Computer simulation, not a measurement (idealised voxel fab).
A process module follows: voxel self aligned vias.
It is cross-section cut that appears here, measuring 300 nm in width, its square cells being 5 nm in size.
Cross-section layout: square cells on a grid; listed as bands, top to bottom; a band spans one or more cell rows.
Per band: top height and bottom height in nm, followed by the left-to-right materials and their widths in nm; "everywhere" marks a single material spanning edge to edge, "blank" marks empty space.
Height datum 0, below which the as-received substrate wafer is one material. Lowest band open at the bottom, running downward: "0..down".
With a width like "30 to 40", each row of cells in the band differs from the next by the same amount, the top row carrying the first number and the bottom row the second.
"nothing was modified" -> step changed no cross-section cell.
Entry "Enclosed cavity list". Content: empty spaces with no open connection to the top, size 8 cells or greater. Each: width x height at distance. Distance: from left edge. Unit: nm.
It should be noted that, on the line of a given step, the content following the step's settings is a remark produced by the simulator itself with respect to that step.
A step's line can hold "overlay nm"; with a mask on that step, the setting says how far right of the planned place the mask lay, while a negative setting says it lay to the left.

THESE ARE THE STEPS WE PLANNED FOR THE PROCESS
1) RECEIVE, material Si
2) CONFORMAL_DEP, material SiO2, thk nm 15
3) CONFORMAL_DEP, material SiCN, thk nm 5
4) DIRECTIONAL_DEP, material lowk, thk nm 30
5) MASKED_ETCH, tone open, mask id LINES, width nm 20, pitch nm 60, etch materials lowk, depth nm 30, overlay nm 0
6) CONFORMAL_DEP, material TiN, thk nm 5
7) FILL_DEP, material Ru, thk nm 10
8) CMP, height nm 50
9) SELECTIVE_ETCH, etch materials W Ru TiN, depth nm 5
10) FILL_DEP, material SiN, thk nm 10
11) CMP, height nm 50
12) DIRECTIONAL_DEP, material lowk, thk nm 20
13) MASKED_ETCH, tone open, mask id VIAS, width nm 30, pitch nm 60, etch materials lowk, depth nm 20, overlay nm 0
14) MASKED_ETCH, tone open, mask id VIAS, width nm 30, pitch nm 60, etch materials SiN, depth nm 5, overlay nm 0
15) CONFORMAL_DEP, material TiN, thk nm 5
16) FILL_DEP, material Cu, thk nm 10
17) CMP, height nm 70
18) CONFORMAL_DEP, material SiN, thk nm 5

AS-RECEIVED STATE OF THE WAFER IN CROSS-SECTION, EQUIVALENT TO POST-STEP 1
  0..down: Si everywhere
  Enclosed cavity list: none

THIS IS HOW THE WAFER LOOKS IN CROSS-SECTION ONCE THE MODULE IS DONE, GIVEN THE STARTING STATE AND PLAN ABOVE AND ONE MISTAKE IN CARRYING THE PLAN OUT
  75..70: SiN everywhere
  70..50: 75 lowk / 5 TiN / 20 Cu / 5 TiN / 30 lowk / 5 TiN / 20 Cu / 5 TiN / 30 lowk / 5 TiN / 20 Cu / 5 TiN / 75 lowk
  50..45: 75 SiN / 30 TiN / 30 SiN / 30 TiN / 30 SiN / 30 TiN / 75 SiN
  45..20: 80 lowk / 5 TiN / 10 Ru / 5 TiN / 40 lowk / 5 TiN / 10 Ru / 5 TiN / 40 lowk / 5 TiN / 10 Ru / 5 TiN / 80 lowk
  20..15: 80 lowk / 20 TiN / 40 lowk / 20 TiN / 40 lowk / 20 TiN / 80 lowk
  15..0: SiO2 everywhere
  0..down: Si everywhere
  Enclosed cavity list: none
Which mistake was made when the wafer was run? plan step 3: skipped, not run
